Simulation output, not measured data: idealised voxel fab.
process module | voxel self aligned contacts
cross-section cut | 260 nm wide | cells 5 nm
A cross-section is a grid of square cells, given in bands from the top down. A band is one or more rows of cells.
Each band's line starts with the height of the band's top and of its bottom, in nm. Then come its materials from left to right, each with its width in nm. One material with "throughout" fills the band from edge to edge. "air" is empty space.
Height 0 is the level under which the wafer as received is all one material. The lowest band goes on downwards, as in "0 down".
A width such as "30 to 40" changes by the same amount from each row of cells to the next, from the band's top row to its bottom row.
"no change" after a step means that no cell of the cross-section changed.
closed voids: empty space of 8 cells or more with no open way to the top, each as width x height at its distance from the left edge, in nm
after a step's settings: what the simulator itself notes on the step
overlay nm, on a step with a mask: how far to the right of its planned place the mask lay; to the left if negative
plan
1 op RECEIVE | material Si
2 op CONFORMAL_DEP | material SiO2 | thk nm 5
3 op DIRECTIONAL_DEP | material polySi | thk nm 25
4 op DIRECTIONAL_DEP | material SiN | thk nm 20
5 op DIRECTIONAL_DEP | material aC | thk nm 10
6 op PATTERN | tone cover | mask id GATE | material resist | width nm 25 | pitch nm 70 | thk nm 25 | overlay nm 0
7 op DIRECTIONAL_ETCH | etch materials aC | depth nm 10
8 op STRIP | etch materials resist
9 op DIRECTIONAL_ETCH | etch materials SiN | depth nm 20
10 op DIRECTIONAL_ETCH | etch materials polySi | depth nm 25
11 op STRIP | etch materials aC
12 op CONFORMAL_DEP | material SiN | thk nm 10
13 op DIRECTIONAL_ETCH | etch materials SiN | depth nm 10
14 op FILL_DEP | material SiO2 | thk nm 15
15 op CMP | height nm 55
16 op MASKED_ETCH | tone open | mask id CONTACT | width nm 55 | etch materials SiO2 | depth nm 55 | overlay nm 0
17 op CONFORMAL_DEP | material TiN | thk nm 5
18 op FILL_DEP | material W | thk nm 5
19 op CMP | height nm 55
20 op CONFORMAL_DEP | material SiCN | thk nm 5
as received, after step 1
  0 down: Si throughout
  closed voids: none
a wafer at the end: this start, this plan, one mistake
  60 to 55: SiCN throughout
  55 to 45: SiO2 100 | TiN 5 to 20 | W 45 to 15 | TiN 5 to 20 | SiO2 105
  45 to 25: SiO2 70 | SiN 45 | TiN 5 | W 15 | TiN 5 | SiN 45 | SiO2 75
  25 to 5: SiO2 70 | SiN 10 | polySi 25 | SiN 10 | TiN 5 | W 15 | TiN 5 | SiN 10 | polySi 25 | SiN 10 | SiO2 75
  5 to 0: SiO2 70 | SiN 10 | polySi 25 | SiN 10 | TiN 25 | SiN 10 | polySi 25 | SiN 10 | SiO2 75
  0 down: Si throughout
  closed voids: none
what went wrong: step 2 was left out
